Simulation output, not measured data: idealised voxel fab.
The following process module bears the name voxel wiring stack.
Displayed cross-section: cut, width of 160 nm, square cells sized 5 nm.
Cross-section, as written here: a square-cell grid given band by band from the top down, where a band holds one or more rows of cells. Top height, bottom height, nm. Materials left to right, width each, nm. Single material + "full width" = fills band edge to edge. "air" = empty. Where do heights start? At 0: under that level the wafer as delivered is made of one material only. And the lowest band has no floor; it just carries on downward, as in "0 -> down". Width "30 to 40": first value at the band's top row of cells, second value at its bottom row, equal change from row to row. Any step labelled "no alterations made" changed none of the cells in the cross-section. So "Closed empty spaces" is basically the list of trapped voids: any empty space of 8 cells or more that can't reach the top through an opening. They're written width x height at distance, the distance being from the left edge, and it's all nm. after a step's settings: what the simulator itself notes on the step. overlay nm: mask right of planned place by this much (step with mask). Neg. = left.

[The process steps that were planned are listed below]
1) RECEIVE with material Si
2) CONFORMAL_DEP with material SiO2, thk nm 10
3) DIRECTIONAL_DEP with material TiN, thk nm 5
4) DIRECTIONAL_DEP with material W, thk nm 15
5) PATTERN with tone cover, mask id METAL_1, material resist, width nm 20, pitch nm 35, thk nm 15, overlay nm 0
6) DIRECTIONAL_ETCH with etch materials W, depth nm 15
7) DIRECTIONAL_ETCH with etch materials TiN, depth nm 5
8) STRIP with etch materials resist
9) CONFORMAL_DEP with material SiCN, thk nm 5
10) FILL_DEP with material lowk, thk nm 5
11) CMP with height nm 30
12) CONFORMAL_DEP with material SiCN, thk nm 5
13) DIRECTIONAL_DEP with material lowk, thk nm 35
14) DIRECTIONAL_DEP with material aC, thk nm 10
15) PATTERN with tone open, mask id METAL_2, material resist, width nm 20, pitch nm 35, thk nm 30, overlay nm 0
16) DIRECTIONAL_ETCH with etch materials aC, depth nm 10
17) STRIP with etch materials resist
18) DIRECTIONAL_ETCH with etch materials lowk, depth nm 20
19) STRIP with etch materials aC
20) DIRECTIONAL_DEP with material aC, thk nm 10
21) PATTERN with tone open, mask id METAL_2_HOLES, material resist, width nm 15, thk nm 30, overlay nm 0
22) DIRECTIONAL_ETCH with etch materials aC, depth nm 10
23) STRIP with etch materials resist
24) DIRECTIONAL_ETCH with etch materials lowk, depth nm 15
25) DIRECTIONAL_ETCH with etch materials SiCN, depth nm 5
26) STRIP with etch materials aC
27) CONFORMAL_DEP with material TiN, thk nm 5
28) FILL_DEP with material Cu, thk nm 10
29) CMP with height nm 70
30) CONFORMAL_DEP with material SiCN, thk nm 5
31) DIRECTIONAL_DEP with material SiO2, thk nm 25
32) DIRECTIONAL_DEP with material aC, thk nm 10
33) PATTERN with tone open, mask id METAL_3_HOLES, material resist, width nm 15, pitch nm 35, thk nm 30, overlay nm 0
34) DIRECTIONAL_ETCH with etch materials aC, depth nm 10
35) STRIP with etch materials resist
36) DIRECTIONAL_ETCH with etch materials SiO2, depth nm 25
37) STRIP with etch materials aC
38) PATTERN with tone open, mask id METAL_3, material resist, width nm 20, pitch nm 35, thk nm 15, overlay nm 0
39) DIRECTIONAL_ETCH with etch materials SiO2, depth nm 15
40) DIRECTIONAL_ETCH with etch materials SiCN, depth nm 5
41) STRIP with etch materials resist
42) CONFORMAL_DEP with material TiN, thk nm 5
43) FILL_DEP with material Ru, thk nm 5
44) CMP with height nm 100
45) CONFORMAL_DEP with material SiCN, thk nm 5

[Cross-section of the wafer at receipt, which is the condition after step 1]
* 0 -> down: Si full width
* Closed empty spaces: none

[Cross-sectional image of the first of two wafers at the end of the module, the run having proceeded as planned]
* 105 -> 100: SiCN full width
* 100 -> 90: SiO2 50 nm, then TiN 5 nm, then Ru 10 nm, then TiN 5 nm, then SiO2 15 nm, then TiN 5 nm, then Ru 10 nm, then TiN 5 nm, then SiO2 55 nm
* 90 -> 85: SiO2 50 nm, then TiN 5 nm, then Ru 5 nm, then TiN 10 nm, then SiO2 15 nm, then TiN 5 nm, then Ru 5 nm, then TiN 10 nm, then SiO2 55 nm
* 85 -> 75: SiO2 50 nm, then TiN 5 nm, then Ru 5 nm, then TiN 5 nm, then SiO2 20 nm, then TiN 5 nm, then Ru 5 nm, then TiN 5 nm, then SiO2 60 nm
* 75 -> 70: SiCN 50 nm, then TiN 15 nm, then SiCN 20 nm, then TiN 15 nm, then SiCN 60 nm
* 70 -> 55: lowk 50 nm, then TiN 5 nm, then Cu 10 nm, then TiN 5 nm, then lowk 15 nm, then TiN 5 nm, then Cu 10 nm, then TiN 5 nm, then lowk 55 nm
* 55 -> 50: lowk 50 nm, then TiN 5 nm, then Cu 5 nm, then TiN 10 nm, then lowk 15 nm, then TiN 20 nm, then lowk 55 nm
* 50 -> 35: lowk 50 nm, then TiN 5 nm, then Cu 5 nm, then TiN 5 nm, then lowk 95 nm
* 35 -> 30: SiCN 50 nm, then TiN 15 nm, then SiCN 95 nm
* 30 -> 15: lowk 45 nm, then SiCN 5 nm, then W 20 nm, then SiCN 5 nm, then lowk 5 nm, then SiCN 5 nm, then W 20 nm, then SiCN 5 nm, then lowk 50 nm
* 15 -> 10: SiCN 50 nm, then TiN 20 nm, then SiCN 15 nm, then TiN 20 nm, then SiCN 55 nm
* 10 -> 0: SiO2 full width
* 0 -> down: Si full width
* Closed empty spaces: none

[Same start, same plan as the first wafer - but one mistake in the run. Cross-section of the second of the two at the end of the module]
* 105 -> 100: SiCN full width
* 100 -> 90: SiO2 50 nm, then TiN 5 nm, then lowk 10 nm, then TiN 5 nm, then SiO2 15 nm, then TiN 5 nm, then lowk 10 nm, then TiN 5 nm, then SiO2 55 nm
* 90 -> 85: SiO2 50 nm, then TiN 5 nm, then lowk 5 nm, then TiN 10 nm, then SiO2 15 nm, then TiN 5 nm, then lowk 5 nm, then TiN 10 nm, then SiO2 55 nm
* 85 -> 75: SiO2 50 nm, then TiN 5 nm, then lowk 5 nm, then TiN 5 nm, then SiO2 20 nm, then TiN 5 nm, then lowk 5 nm, then TiN 5 nm, then SiO2 60 nm
* 75 -> 70: SiCN 50 nm, then TiN 15 nm, then SiCN 20 nm, then TiN 15 nm, then SiCN 60 nm
* 70 -> 55: lowk 50 nm, then TiN 5 nm, then Cu 10 nm, then TiN 5 nm, then lowk 15 nm, then TiN 5 nm, then Cu 10 nm, then TiN 5 nm, then lowk 55 nm
* 55 -> 50: lowk 50 nm, then TiN 5 nm, then Cu 5 nm, then TiN 10 nm, then lowk 15 nm, then TiN 20 nm, then lowk 55 nm
* 50 -> 35: lowk 50 nm, then TiN 5 nm, then Cu 5 nm, then TiN 5 nm, then lowk 95 nm
* 35 -> 30: SiCN 50 nm, then TiN 15 nm, then SiCN 95 nm
* 30 -> 15: lowk 45 nm, then SiCN 5 nm, then W 20 nm, then SiCN 5 nm, then lowk 5 nm, then SiCN 5 nm, then W 20 nm, then SiCN 5 nm, then lowk 50 nm
* 15 -> 10: SiCN 50 nm, then TiN 20 nm, then SiCN 15 nm, then TiN 20 nm, then SiCN 55 nm
* 10 -> 0: SiO2 full width
* 0 -> down: Si full width
* Closed empty spaces: none
What broke from the plan during processing? not per plan at step 43, really ran FILL_DEP with material lowk, thk nm 5
Materials where the second wafer ends with more or fewer cells than the first: -14 Ru; +14 lowk
